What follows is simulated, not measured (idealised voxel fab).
A process module follows: voxel transistor to metal.
cross-section cut | 180 nm wide | cells 5 nm
If you're reading a cross-section in this doc, picture square cells in a grid; it comes to you as bands, top ones listed first down to the bottom, and a band can be one or more rows of cells.
Heads up on the band format: heights come first, top then bottom, in nm. After that it's the materials left to right, each with its width in nm. A single material flagged "everywhere" fills the whole band edge to edge, and "blank" means there's empty space there.
A quick word on heights: they are counted from 0, and under that level the wafer as it came to us is one material throughout. The lowest band is different from the rest in having no bottom; it simply continues downward, written as in "z 0 and below".
Width: "30 to 40" (first number = top row, second number = bottom row, same change from row to row of cells).
Key: "stayed the same" - step with no changed cell in the cross-section.
"Enclosed void inventory" specifies each empty space that is not open to the top and that occupies no fewer than 8 cells, using the form width x height at distance, the distance measured from the left edge and all three quantities in nm.
Anything after a step's settings on that line? It's the simulator's own note about the step.
What "overlay nm" on a step's line means: if the step has a mask, that mask lay this far to the right of its planned place, or, when the value is negative, to the left.
## The following list gives the planned process steps
| 1 | RECEIVE, material Si |
| 2 | CONFORMAL_DEP, material SiO2, thk nm 5 |
| 3 | CONFORMAL_DEP, material SiN, thk nm 10 |
| 4 | MASKED_ETCH, tone cover, mask id ACTIVE, width nm 110, etch materials SiN, depth nm 10, overlay nm 0 |
| 5 | MASKED_ETCH, tone cover, mask id ACTIVE, width nm 110, etch materials SiO2, depth nm 5, overlay nm 0 |
| 6 | MASKED_ETCH, tone cover, mask id ACTIVE, width nm 110, etch materials Si, depth nm 30, overlay nm 0 |
| 7 | OXIDIZE, depth nm 5 |
| 8 | FILL_DEP, material SiO2, thk nm 5 |
| 9 | CMP, height nm 15 |
| 10 | SELECTIVE_ETCH, etch materials SiO2, depth nm 10 |
| 11 | STRIP, etch materials SiN |
| 12 | SELECTIVE_ETCH, etch materials SiO2, depth nm 5 |
| 13 | OXIDIZE, depth nm 5 |
| 14 | DIRECTIONAL_DEP, material polySi, thk nm 20 |
| 15 | DIRECTIONAL_DEP, material SiCN, thk nm 10 |
| 16 | PATTERN, tone cover, mask id GATE, material resist, width nm 30, thk nm 15, overlay nm 0 |
| 17 | DIRECTIONAL_ETCH, etch materials SiCN, depth nm 20 |
| 18 | DIRECTIONAL_ETCH, etch materials polySi, depth nm 30 |
| 19 | STRIP, etch materials resist |
| 20 | CONFORMAL_DEP, material SiN, thk nm 10 |
| 21 | DIRECTIONAL_ETCH, etch materials SiN, depth nm 10 |
| 22 | DIRECTIONAL_ETCH, etch materials SiO2, depth nm 5 |
| 23 | EPI, material pSi, thk nm 5 |
| 24 | FILL_DEP, material SiO2, thk nm 10 |
| 25 | CMP, height nm 20 |
| 26 | STRIP, etch materials polySi |
| 27 | SELECTIVE_ETCH, etch materials SiO2, depth nm 5 |
| 28 | CONFORMAL_DEP, material HfO2, thk nm 5 |
| 29 | CONFORMAL_DEP, material TiN, thk nm 5 |
| 30 | FILL_DEP, material W, thk nm 10 |
| 31 | CMP, height nm 15 |
| 32 | DIRECTIONAL_DEP, material SiO2, thk nm 10 |
| 33 | MASKED_ETCH, tone open, mask id CONTACT, width nm 20, pitch nm 80, etch materials SiO2, depth nm 25, overlay nm 0 |
| 34 | CONFORMAL_DEP, material TiN, thk nm 5 |
| 35 | FILL_DEP, material Ru, thk nm 5 |
| 36 | CMP, height nm 25 |
| 37 | CONFORMAL_DEP, material SiN, thk nm 5 |
| 38 | DIRECTIONAL_DEP, material lowk, thk nm 20 |
| 39 | DIRECTIONAL_DEP, material aC, thk nm 15 |
| 40 | PATTERN, tone open, mask id METAL_1, material resist, width nm 20, pitch nm 80, thk nm 30, overlay nm 0 |
| 41 | DIRECTIONAL_ETCH, etch materials aC, depth nm 15 |
| 42 | STRIP, etch materials resist |
| 43 | DIRECTIONAL_ETCH, etch materials lowk, depth nm 20 |
| 44 | DIRECTIONAL_ETCH, etch materials SiN, depth nm 5 |
| 45 | STRIP, etch materials aC |
| 46 | CONFORMAL_DEP, material TiN, thk nm 5 |
| 47 | FILL_DEP, material Cu, thk nm 5 |
| 48 | CMP, height nm 50 |
| 49 | CONFORMAL_DEP, material SiCN, thk nm 5 |
| 50 | DIRECTIONAL_DEP, material SiO2, thk nm 30 |
| 51 | MASKED_ETCH, tone open, mask id METAL_2_HOLES, width nm 15, pitch nm 80, etch materials SiO2, depth nm 30, overlay nm 0 |
| 52 | MASKED_ETCH, tone open, mask id METAL_2, width nm 20, pitch nm 80, etch materials SiO2, depth nm 20, overlay nm 0 |
| 53 | MASKED_ETCH, tone open, mask id METAL_2, width nm 20, pitch nm 80, etch materials SiCN, depth nm 5, overlay nm 0 |
| 54 | CONFORMAL_DEP, material TiN, thk nm 5 |
| 55 | FILL_DEP, material Ru, thk nm 10 |
| 56 | CMP, height nm 85 |
| 57 | CONFORMAL_DEP, material SiN, thk nm 5 |
## The first of a set of two wafers, run to plan
## Cross-section: wafer on arrival = after step 1
    z 0 and below | Si everywhere
    Enclosed void inventory: none
## Presented here is a cross-section of the wafer after step 2 has been performed
    z 5 to 0 | SiO2 everywhere
    Whatever lies below 0 is exactly as it was before.
## Presented here is a cross-section of the wafer after step 3 has been performed
    z 15 to 5 | SiN everywhere
    Whatever lies below 5 is exactly as it was before.
## Presented here is a cross-section of the wafer after step 4 has been performed
    z 15 to 5 | blank: 35 / SiN: 110 / blank: 35
    Whatever lies below 5 is exactly as it was before.
## Presented here is a cross-section of the wafer after step 5 has been performed
    z 15 to 5 | blank: 35 / SiN: 110 / blank: 35
    z 5 to 0 | blank: 35 / SiO2: 110 / blank: 35
    Whatever lies below 0 is exactly as it was before.
## Presented here is a cross-section of the wafer after step 6 has been performed
    z 15 to 5 | blank: 35 / SiN: 110 / blank: 35
    z 5 to 0 | blank: 35 / SiO2: 110 / blank: 35
    z 0 to -30 | blank: 35 / Si: 110 / blank: 35
    Whatever lies below -30 is exactly as it was before.
## Presented here is a cross-section of the wafer after step 7 has been performed
    z 15 to 5 | blank: 35 / SiN: 110 / blank: 35
    z 5 to 0 | blank: 35 / SiO2: 110 / blank: 35
    z 0 to -30 | blank: 35 / SiO2: 5 / Si: 100 / SiO2: 5 / blank: 35
    z -30 to -35 | SiO2: 40 / Si: 100 / SiO2: 40
    Whatever lies below -35 is exactly as it was before.
## Presented here is a cross-section of the wafer after step 8 has been performed
    z 20 to 15 | SiO2 everywhere
    z 15 to 5 | SiO2: 35 / SiN: 110 / SiO2: 35
    z 5 to 0 | SiO2 everywhere
    z 0 to -35 | SiO2: 40 / Si: 100 / SiO2: 40
    Whatever lies below -35 is exactly as it was before.
## Presented here is a cross-section of the wafer after step 9 has been performed
    z 15 to 5 | SiO2: 35 / SiN: 110 / SiO2: 35
    Whatever lies below 5 is exactly as it was before.
## Presented here is a cross-section of the wafer after step 10 has been performed
    z 15 to 5 | blank: 35 / SiN: 110 / blank: 35
    Whatever lies below 5 is exactly as it was before.
## Presented here is a cross-section of the wafer after step 11 has been performed
    z 5 to 0 | SiO2 everywhere
    Whatever lies below 0 is exactly as it was before.
## Presented here is a cross-section of the wafer after step 12 has been performed
    z 0 to -35 | SiO2: 40 / Si: 100 / SiO2: 40
    Whatever lies below -35 is exactly as it was before.
## Presented here is a cross-section of the wafer after step 13 has been performed
    z 0 to -5 | SiO2 everywhere
    Whatever lies below -5 is exactly as it was before.
## Presented here is a cross-section of the wafer after step 14 has been performed
    z 20 to 0 | polySi everywhere
    Whatever lies below 0 is exactly as it was before.
## Presented here is a cross-section of the wafer after step 15 has been performed
    z 30 to 20 | SiCN everywhere
    Whatever lies below 20 is exactly as it was before.
## Presented here is a cross-section of the wafer after step 16 has been performed
    z 45 to 30 | blank: 75 / resist: 30 / blank: 75
    Whatever lies below 30 is exactly as it was before.
## Presented here is a cross-section of the wafer after step 17 has been performed
    z 45 to 30 | blank: 75 / resist: 30 / blank: 75
    z 30 to 20 | blank: 75 / SiCN: 30 / blank: 75
    Whatever lies below 20 is exactly as it was before.
## Presented here is a cross-section of the wafer after step 18 has been performed
    z 45 to 30 | blank: 75 / resist: 30 / blank: 75
    z 30 to 20 | blank: 75 / SiCN: 30 / blank: 75
    z 20 to 0 | blank: 75 / polySi: 30 / blank: 75
    Whatever lies below 0 is exactly as it was before.
## Presented here is a cross-section of the wafer after step 19 has been performed
    z 30 to 20 | blank: 75 / SiCN: 30 / blank: 75
    Whatever lies below 20 is exactly as it was before.
## Presented here is a cross-section of the wafer after step 20 has been performed
    z 40 to 30 | blank: 65 / SiN: 50 / blank: 65
    z 30 to 20 | blank: 65 / SiN: 10 / SiCN: 30 / SiN: 10 / blank: 65
    z 20 to 10 | blank: 65 / SiN: 10 / polySi: 30 / SiN: 10 / blank: 65
    z 10 to 0 | SiN: 75 / polySi: 30 / SiN: 75
    Whatever lies below 0 is exactly as it was before.
## Presented here is a cross-section of the wafer after step 21 has been performed
    z 30 to 20 | blank: 65 / SiN: 10 / SiCN: 30 / SiN: 10 / blank: 65
    z 20 to 0 | blank: 65 / SiN: 10 / polySi: 30 / SiN: 10 / blank: 65
    Whatever lies below 0 is exactly as it was before.
## Presented here is a cross-section of the wafer after step 22 has been performed
    z 30 to 20 | blank: 65 / SiN: 10 / SiCN: 30 / SiN: 10 / blank: 65
    z 20 to 0 | blank: 65 / SiN: 10 / polySi: 30 / SiN: 10 / blank: 65
    z 0 to -5 | blank: 65 / SiO2: 50 / blank: 65
    Whatever lies below -5 is exactly as it was before.
## Presented here is a cross-section of the wafer after step 23 has been performed
    z 30 to 20 | blank: 65 / SiN: 10 / SiCN: 30 / SiN: 10 / blank: 65
    z 20 to 0 | blank: 65 / SiN: 10 / polySi: 30 / SiN: 10 / blank: 65
    z 0 to -5 | blank: 35 / pSi: 30 / SiO2: 50 / pSi: 30 / blank: 35
    Whatever lies below -5 is exactly as it was before.
## Presented here is a cross-section of the wafer after step 24 has been performed
    z 40 to 30 | SiO2 everywhere
    z 30 to 20 | SiO2: 65 / SiN: 10 / SiCN: 30 / SiN: 10 / SiO2: 65
    z 20 to 0 | SiO2: 65 / SiN: 10 / polySi: 30 / SiN: 10 / SiO2: 65
    z 0 to -5 | SiO2: 35 / pSi: 30 / SiO2: 50 / pSi: 30 / SiO2: 35
    Whatever lies below -5 is exactly as it was before.
## Presented here is a cross-section of the wafer after step 25 has been performed
    z 20 to 0 | SiO2: 65 / SiN: 10 / polySi: 30 / SiN: 10 / SiO2: 65
    Whatever lies below 0 is exactly as it was before.
## Presented here is a cross-section of the wafer after step 26 has been performed
    z 20 to 0 | SiO2: 65 / SiN: 10 / blank: 30 / SiN: 10 / SiO2: 65
    Whatever lies below 0 is exactly as it was before.
## Presented here is a cross-section of the wafer after step 27 has been performed
    z 20 to 15 | blank: 65 / SiN: 10 / blank: 30 / SiN: 10 / blank: 65
    z 15 to 0 | SiO2: 65 / SiN: 10 / blank: 30 / SiN: 10 / SiO2: 65
    z 0 to -5 | SiO2: 35 / pSi: 30 / SiO2: 5 / blank: 40 / SiO2: 5 / pSi: 30 / SiO2: 35
    Whatever lies below -5 is exactly as it was before.
## Presented here is a cross-section of the wafer after step 28 has been performed
    z 25 to 20 | blank: 60 / HfO2: 20 / blank: 20 / HfO2: 20 / blank: 60
    z 20 to 15 | HfO2: 65 / SiN: 10 / HfO2: 5 / blank: 20 / HfO2: 5 / SiN: 10 / HfO2: 65
    z 15 to 0 | SiO2: 65 / SiN: 10 / HfO2: 5 / blank: 20 / HfO2: 5 / SiN: 10 / SiO2: 65
    z 0 to -5 | SiO2: 35 / pSi: 30 / SiO2: 5 / HfO2: 40 / SiO2: 5 / pSi: 30 / SiO2: 35
    Whatever lies below -5 is exactly as it was before.
## Presented here is a cross-section of the wafer after step 29 has been performed
    z 30 to 25 | blank: 55 / TiN: 30 / blank: 10 / TiN: 30 / blank: 55
    z 25 to 20 | TiN: 60 / HfO2: 20 / TiN: 5 / blank: 10 / TiN: 5 / HfO2: 20 / TiN: 60
    z 20 to 15 | HfO2: 65 / SiN: 10 / HfO2: 5 / TiN: 5 / blank: 10 / TiN: 5 / HfO2: 5 / SiN: 10 / HfO2: 65
    z 15 to 5 | SiO2: 65 / SiN: 10 / HfO2: 5 / TiN: 5 / blank: 10 / TiN: 5 / HfO2: 5 / SiN: 10 / SiO2: 65
    z 5 to 0 | SiO2: 65 / SiN: 10 / HfO2: 5 / TiN: 20 / HfO2: 5 / SiN: 10 / SiO2: 65
    Whatever lies below 0 is exactly as it was before.
## Presented here is a cross-section of the wafer after step 30 has been performed
    z 40 to 30 | W everywhere
    z 30 to 25 | W: 55 / TiN: 30 / W: 10 / TiN: 30 / W: 55
    z 25 to 20 | TiN: 60 / HfO2: 20 / TiN: 5 / W: 10 / TiN: 5 / HfO2: 20 / TiN: 60
    z 20 to 15 | HfO2: 65 / SiN: 10 / HfO2: 5 / TiN: 5 / W: 10 / TiN: 5 / HfO2: 5 / SiN: 10 / HfO2: 65
    z 15 to 5 | SiO2: 65 / SiN: 10 / HfO2: 5 / TiN: 5 / W: 10 / TiN: 5 / HfO2: 5 / SiN: 10 / SiO2: 65
    Whatever lies below 5 is exactly as it was before.
## Presented here is a cross-section of the wafer after step 31 has been performed
    z 15 to 5 | SiO2: 65 / SiN: 10 / HfO2: 5 / TiN: 5 / W: 10 / TiN: 5 / HfO2: 5 / SiN: 10 / SiO2: 65
    Whatever lies below 5 is exactly as it was before.
## Presented here is a cross-section of the wafer after step 32 has been performed
    z 25 to 15 | SiO2 everywhere
    Whatever lies below 15 is exactly as it was before.
## Presented here is a cross-section of the wafer after step 33 has been performed
    z 25 to 15 | SiO2: 40 / blank: 20 / SiO2: 60 / blank: 20 / SiO2: 40
    z 15 to 5 | SiO2: 40 / blank: 20 / SiO2: 5 / SiN: 10 / HfO2: 5 / TiN: 5 / W: 10 / TiN: 5 / HfO2: 5 / SiN: 10 / SiO2: 5 / blank: 20 / SiO2: 40
    z 5 to 0 | SiO2: 40 / blank: 20 / SiO2: 5 / SiN: 10 / HfO2: 5 / TiN: 20 / HfO2: 5 / SiN: 10 / SiO2: 5 / blank: 20 / SiO2: 40
    Whatever lies below 0 is exactly as it was before.
## Presented here is a cross-section of the wafer after step 34 has been performed
    z 30 to 25 | TiN: 45 / blank: 10 / TiN: 70 / blank: 10 / TiN: 45
    z 25 to 15 | SiO2: 40 / TiN: 5 / blank: 10 / TiN: 5 / SiO2: 60 / TiN: 5 / blank: 10 / TiN: 5 / SiO2: 40
    z 15 to 5 | SiO2: 40 / TiN: 5 / blank: 10 / TiN: 5 / SiO2: 5 / SiN: 10 / HfO2: 5 / TiN: 5 / W: 10 / TiN: 5 / HfO2: 5 / SiN: 10 / SiO2: 5 / TiN: 5 / blank: 10 / TiN: 5 / SiO2: 40
    z 5 to 0 | SiO2: 40 / TiN: 20 / SiO2: 5 / SiN: 10 / HfO2: 5 / TiN: 20 / HfO2: 5 / SiN: 10 / SiO2: 5 / TiN: 20 / SiO2: 40
    Whatever lies below 0 is exactly as it was before.
## Presented here is a cross-section of the wafer after step 35 has been performed
    z 35 to 30 | Ru everywhere
    z 30 to 25 | TiN: 45 / Ru: 10 / TiN: 70 / Ru: 10 / TiN: 45
    z 25 to 15 | SiO2: 40 / TiN: 5 / Ru: 10 / TiN: 5 / SiO2: 60 / TiN: 5 / Ru: 10 / TiN: 5 / SiO2: 40
    z 15 to 5 | SiO2: 40 / TiN: 5 / Ru: 10 / TiN: 5 / SiO2: 5 / SiN: 10 / HfO2: 5 / TiN: 5 / W: 10 / TiN: 5 / HfO2: 5 / SiN: 10 / SiO2: 5 / TiN: 5 / Ru: 10 / TiN: 5 / SiO2: 40
    Whatever lies below 5 is exactly as it was before.
## Presented here is a cross-section of the wafer after step 36 has been performed
    z 25 to 15 | SiO2: 40 / TiN: 5 / Ru: 10 / TiN: 5 / SiO2: 60 / TiN: 5 / Ru: 10 / TiN: 5 / SiO2: 40
    Whatever lies below 15 is exactly as it was before.
## Presented here is a cross-section of the wafer after step 37 has been performed
    z 30 to 25 | SiN everywhere
    Whatever lies below 25 is exactly as it was before.
## Presented here is a cross-section of the wafer after step 38 has been performed
    z 50 to 30 | lowk everywhere
    Whatever lies below 30 is exactly as it was before.
## Presented here is a cross-section of the wafer after step 39 has been performed
    z 65 to 50 | aC everywhere
    Whatever lies below 50 is exactly as it was before.
## Presented here is a cross-section of the wafer after step 40 has been performed
    z 95 to 65 | resist: 40 / blank: 20 / resist: 60 / blank: 20 / resist: 40
    Whatever lies below 65 is exactly as it was before.
## Presented here is a cross-section of the wafer after step 41 has been performed
    z 80 to 65 | resist: 40 / blank: 20 / resist: 60 / blank: 20 / resist: 40
    z 65 to 50 | aC: 40 / blank: 20 / aC: 60 / blank: 20 / aC: 40
    Whatever lies below 50 is exactly as it was before.
## Presented here is a cross-section of the wafer after step 42 has been performed
    z 65 to 50 | aC: 40 / blank: 20 / aC: 60 / blank: 20 / aC: 40
    Whatever lies below 50 is exactly as it was before.
## Presented here is a cross-section of the wafer after step 43 has been performed
    z 65 to 50 | aC: 40 / blank: 20 / aC: 60 / blank: 20 / aC: 40
    z 50 to 30 | lowk: 40 / blank: 20 / lowk: 60 / blank: 20 / lowk: 40
    Whatever lies below 30 is exactly as it was before.
## Presented here is a cross-section of the wafer after step 44 has been performed
    z 65 to 50 | aC: 40 / blank: 20 / aC: 60 / blank: 20 / aC: 40
    z 50 to 30 | lowk: 40 / blank: 20 / lowk: 60 / blank: 20 / lowk: 40
    z 30 to 25 | SiN: 40 / blank: 20 / SiN: 60 / blank: 20 / SiN: 40
    Whatever lies below 25 is exactly as it was before.
## Presented here is a cross-section of the wafer after step 45 has been performed
    z 50 to 30 | lowk: 40 / blank: 20 / lowk: 60 / blank: 20 / lowk: 40
    Whatever lies below 30 is exactly as it was before.
## Presented here is a cross-section of the wafer after step 46 has been performed
    z 55 to 50 | TiN: 45 / blank: 10 / TiN: 70 / blank: 10 / TiN: 45
    z 50 to 30 | lowk: 40 / TiN: 5 / blank: 10 / TiN: 5 / lowk: 60 / TiN: 5 / blank: 10 / TiN: 5 / lowk: 40
    z 30 to 25 | SiN: 40 / TiN: 20 / SiN: 60 / TiN: 20 / SiN: 40
    Whatever lies below 25 is exactly as it was before.
## Presented here is a cross-section of the wafer after step 47 has been performed
    z 60 to 55 | Cu everywhere
    z 55 to 50 | TiN: 45 / Cu: 10 / TiN: 70 / Cu: 10 / TiN: 45
    z 50 to 30 | lowk: 40 / TiN: 5 / Cu: 10 / TiN: 5 / lowk: 60 / TiN: 5 / Cu: 10 / TiN: 5 / lowk: 40
    Whatever lies below 30 is exactly as it was before.
## Presented here is a cross-section of the wafer after step 48 has been performed
    z 50 to 30 | lowk: 40 / TiN: 5 / Cu: 10 / TiN: 5 / lowk: 60 / TiN: 5 / Cu: 10 / TiN: 5 / lowk: 40
    Whatever lies below 30 is exactly as it was before.
## Presented here is a cross-section of the wafer after step 49 has been performed
    z 55 to 50 | SiCN everywhere
    Whatever lies below 50 is exactly as it was before.
## Presented here is a cross-section of the wafer after step 50 has been performed
    z 85 to 55 | SiO2 everywhere
    Whatever lies below 55 is exactly as it was before.
## Presented here is a cross-section of the wafer after step 51 has been performed
    z 85 to 55 | SiO2: 40 / blank: 15 / SiO2: 65 / blank: 15 / SiO2: 45
    Whatever lies below 55 is exactly as it was before.
## Presented here is a cross-section of the wafer after step 52 has been performed
    z 85 to 65 | SiO2: 40 / blank: 20 / SiO2: 60 / blank: 20 / SiO2: 40
    Whatever lies below 65 is exactly as it was before.
## Presented here is a cross-section of the wafer after step 53 has been performed
    z 85 to 65 | SiO2: 40 / blank: 20 / SiO2: 60 / blank: 20 / SiO2: 40
    z 65 to 55 | SiO2: 40 / blank: 15 / SiO2: 65 / blank: 15 / SiO2: 45
    z 55 to 50 | SiCN: 40 / blank: 15 / SiCN: 65 / blank: 15 / SiCN: 45
    Whatever lies below 50 is exactly as it was before.
## Presented here is a cross-section of the wafer after step 54 has been performed
    z 90 to 85 | TiN: 45 / blank: 10 / TiN: 70 / blank: 10 / TiN: 45
    z 85 to 70 | SiO2: 40 / TiN: 5 / blank: 10 / TiN: 5 / SiO2: 60 / TiN: 5 / blank: 10 / TiN: 5 / SiO2: 40
    z 70 to 65 | SiO2: 40 / TiN: 5 / blank: 5 / TiN: 10 / SiO2: 60 / TiN: 5 / blank: 5 / TiN: 10 / SiO2: 40
    z 65 to 55 | SiO2: 40 / TiN: 5 / blank: 5 / TiN: 5 / SiO2: 65 / TiN: 5 / blank: 5 / TiN: 5 / SiO2: 45
    z 55 to 50 | SiCN: 40 / TiN: 15 / SiCN: 65 / TiN: 15 / SiCN: 45
    Whatever lies below 50 is exactly as it was before.
## Presented here is a cross-section of the wafer after step 55 has been performed
    z 100 to 90 | Ru everywhere
    z 90 to 85 | TiN: 45 / Ru: 10 / TiN: 70 / Ru: 10 / TiN: 45
    z 85 to 70 | SiO2: 40 / TiN: 5 / Ru: 10 / TiN: 5 / SiO2: 60 / TiN: 5 / Ru: 10 / TiN: 5 / SiO2: 40
    z 70 to 65 | SiO2: 40 / TiN: 5 / Ru: 5 / TiN: 10 / SiO2: 60 / TiN: 5 / Ru: 5 / TiN: 10 / SiO2: 40
    z 65 to 55 | SiO2: 40 / TiN: 5 / Ru: 5 / TiN: 5 / SiO2: 65 / TiN: 5 / Ru: 5 / TiN: 5 / SiO2: 45
    Whatever lies below 55 is exactly as it was before.
## Presented here is a cross-section of the wafer after step 56 has been performed
    z 85 to 70 | SiO2: 40 / TiN: 5 / Ru: 10 / TiN: 5 / SiO2: 60 / TiN: 5 / Ru: 10 / TiN: 5 / SiO2: 40
    Whatever lies below 70 is exactly as it was before.
## Presented here is a cross-section of the wafer after step 57 has been performed
    z 90 to 85 | SiN everywhere
    Whatever lies below 85 is exactly as it was before.
## Here the second wafer is described. Its start and its plan were those of the first wafer. Its run contained one mistake. Up to and including step 35, it did exactly what the first wafer did
## Second wafer, sectioned view, at step 36's planned end time
    z 20 to 15 | SiO2: 40 / TiN: 5 / Ru: 10 / TiN: 5 / SiO2: 60 / TiN: 5 / Ru: 10 / TiN: 5 / SiO2: 40
    Whatever lies below 15 is exactly as it was before.
## Second wafer, sectioned view, at step 37's planned end time
    z 25 to 20 | SiN everywhere
    Whatever lies below 20 is exactly as it was before.
## Second wafer, sectioned view, at step 38's planned end time
    z 45 to 25 | lowk everywhere
    Whatever lies below 25 is exactly as it was before.
## Second wafer, sectioned view, at step 39's planned end time
    z 60 to 45 | aC everywhere
    Whatever lies below 45 is exactly as it was before.
## Second wafer, sectioned view, at step 40's planned end time
    z 90 to 60 | resist: 40 / blank: 20 / resist: 60 / blank: 20 / resist: 40
    Whatever lies below 60 is exactly as it was before.
## Second wafer, sectioned view, at step 41's planned end time
    z 75 to 60 | resist: 40 / blank: 20 / resist: 60 / blank: 20 / resist: 40
    z 60 to 45 | aC: 40 / blank: 20 / aC: 60 / blank: 20 / aC: 40
    Whatever lies below 45 is exactly as it was before.
## Second wafer, sectioned view, at step 42's planned end time
    z 60 to 45 | aC: 40 / blank: 20 / aC: 60 / blank: 20 / aC: 40
    Whatever lies below 45 is exactly as it was before.
## Second wafer, sectioned view, at step 43's planned end time
    z 60 to 45 | aC: 40 / blank: 20 / aC: 60 / blank: 20 / aC: 40
    z 45 to 25 | lowk: 40 / blank: 20 / lowk: 60 / blank: 20 / lowk: 40
    Whatever lies below 25 is exactly as it was before.
## Second wafer, sectioned view, at step 44's planned end time
    z 60 to 45 | aC: 40 / blank: 20 / aC: 60 / blank: 20 / aC: 40
    z 45 to 25 | lowk: 40 / blank: 20 / lowk: 60 / blank: 20 / lowk: 40
    z 25 to 20 | SiN: 40 / blank: 20 / SiN: 60 / blank: 20 / SiN: 40
    Whatever lies below 20 is exactly as it was before.
## Second wafer, sectioned view, at step 45's planned end time
    z 45 to 25 | lowk: 40 / blank: 20 / lowk: 60 / blank: 20 / lowk: 40
    Whatever lies below 25 is exactly as it was before.
## Second wafer, sectioned view, at step 46's planned end time
    z 50 to 45 | TiN: 45 / blank: 10 / TiN: 70 / blank: 10 / TiN: 45
    z 45 to 25 | lowk: 40 / TiN: 5 / blank: 10 / TiN: 5 / lowk: 60 / TiN: 5 / blank: 10 / TiN: 5 / lowk: 40
    z 25 to 20 | SiN: 40 / TiN: 20 / SiN: 60 / TiN: 20 / SiN: 40
    Whatever lies below 20 is exactly as it was before.
## Second wafer, sectioned view, at step 47's planned end time
    z 55 to 50 | Cu everywhere
    z 50 to 45 | TiN: 45 / Cu: 10 / TiN: 70 / Cu: 10 / TiN: 45
    z 45 to 25 | lowk: 40 / TiN: 5 / Cu: 10 / TiN: 5 / lowk: 60 / TiN: 5 / Cu: 10 / TiN: 5 / lowk: 40
    Whatever lies below 25 is exactly as it was before.
## Second wafer, sectioned view, at step 48's planned end time
    z 50 to 45 | TiN: 45 / Cu: 10 / TiN: 70 / Cu: 10 / TiN: 45
    Whatever lies below 45 is exactly as it was before.
## Second wafer, sectioned view, at step 49's planned end time
    z 55 to 50 | SiCN everywhere
    Whatever lies below 50 is exactly as it was before.
## Second wafer, sectioned view, at step 50's planned end time
    z 85 to 55 | SiO2 everywhere
    Whatever lies below 55 is exactly as it was before.
## Second wafer, sectioned view, at step 51's planned end time
    z 85 to 55 | SiO2: 40 / blank: 15 / SiO2: 65 / blank: 15 / SiO2: 45
    Whatever lies below 55 is exactly as it was before.
## Second wafer, sectioned view, at step 52's planned end time
    z 85 to 65 | SiO2: 40 / blank: 20 / SiO2: 60 / blank: 20 / SiO2: 40
    Whatever lies below 65 is exactly as it was before.
## Second wafer, sectioned view, at step 53's planned end time
    z 85 to 65 | SiO2: 40 / blank: 20 / SiO2: 60 / blank: 20 / SiO2: 40
    z 65 to 55 | SiO2: 40 / blank: 15 / SiO2: 65 / blank: 15 / SiO2: 45
    z 55 to 50 | SiCN: 40 / blank: 15 / SiCN: 65 / blank: 15 / SiCN: 45
    Whatever lies below 50 is exactly as it was before.
## Second wafer, sectioned view, at step 54's planned end time
    z 90 to 85 | TiN: 45 / blank: 10 / TiN: 70 / blank: 10 / TiN: 45
    z 85 to 70 | SiO2: 40 / TiN: 5 / blank: 10 / TiN: 5 / SiO2: 60 / TiN: 5 / blank: 10 / TiN: 5 / SiO2: 40
    z 70 to 65 | SiO2: 40 / TiN: 5 / blank: 5 / TiN: 10 / SiO2: 60 / TiN: 5 / blank: 5 / TiN: 10 / SiO2: 40
    z 65 to 55 | SiO2: 40 / TiN: 5 / blank: 5 / TiN: 5 / SiO2: 65 / TiN: 5 / blank: 5 / TiN: 5 / SiO2: 45
    z 55 to 50 | SiCN: 40 / TiN: 15 / SiCN: 65 / TiN: 15 / SiCN: 45
    Whatever lies below 50 is exactly as it was before.
## Second wafer, sectioned view, at step 55's planned end time
    z 100 to 90 | Ru everywhere
    z 90 to 85 | TiN: 45 / Ru: 10 / TiN: 70 / Ru: 10 / TiN: 45
    z 85 to 70 | SiO2: 40 / TiN: 5 / Ru: 10 / TiN: 5 / SiO2: 60 / TiN: 5 / Ru: 10 / TiN: 5 / SiO2: 40
    z 70 to 65 | SiO2: 40 / TiN: 5 / Ru: 5 / TiN: 10 / SiO2: 60 / TiN: 5 / Ru: 5 / TiN: 10 / SiO2: 40
    z 65 to 55 | SiO2: 40 / TiN: 5 / Ru: 5 / TiN: 5 / SiO2: 65 / TiN: 5 / Ru: 5 / TiN: 5 / SiO2: 45
    Whatever lies below 55 is exactly as it was before.
## Second wafer, sectioned view, at step 56's planned end time
    z 85 to 70 | SiO2: 40 / TiN: 5 / Ru: 10 / TiN: 5 / SiO2: 60 / TiN: 5 / Ru: 10 / TiN: 5 / SiO2: 40
    Whatever lies below 70 is exactly as it was before.
## Second wafer, sectioned view, at step 57's planned end time
    z 90 to 85 | SiN everywhere
    Whatever lies below 85 is exactly as it was before.
In executing the process, a mistake was made relative to the plan: contrary to plan, step 36 was performed as CMP, height nm 20
Heads up, by the end the second wafer has more or fewer cells of some materials compared to the first: +4 Cu; -4 Ru; -28 SiO2; +28 TiN
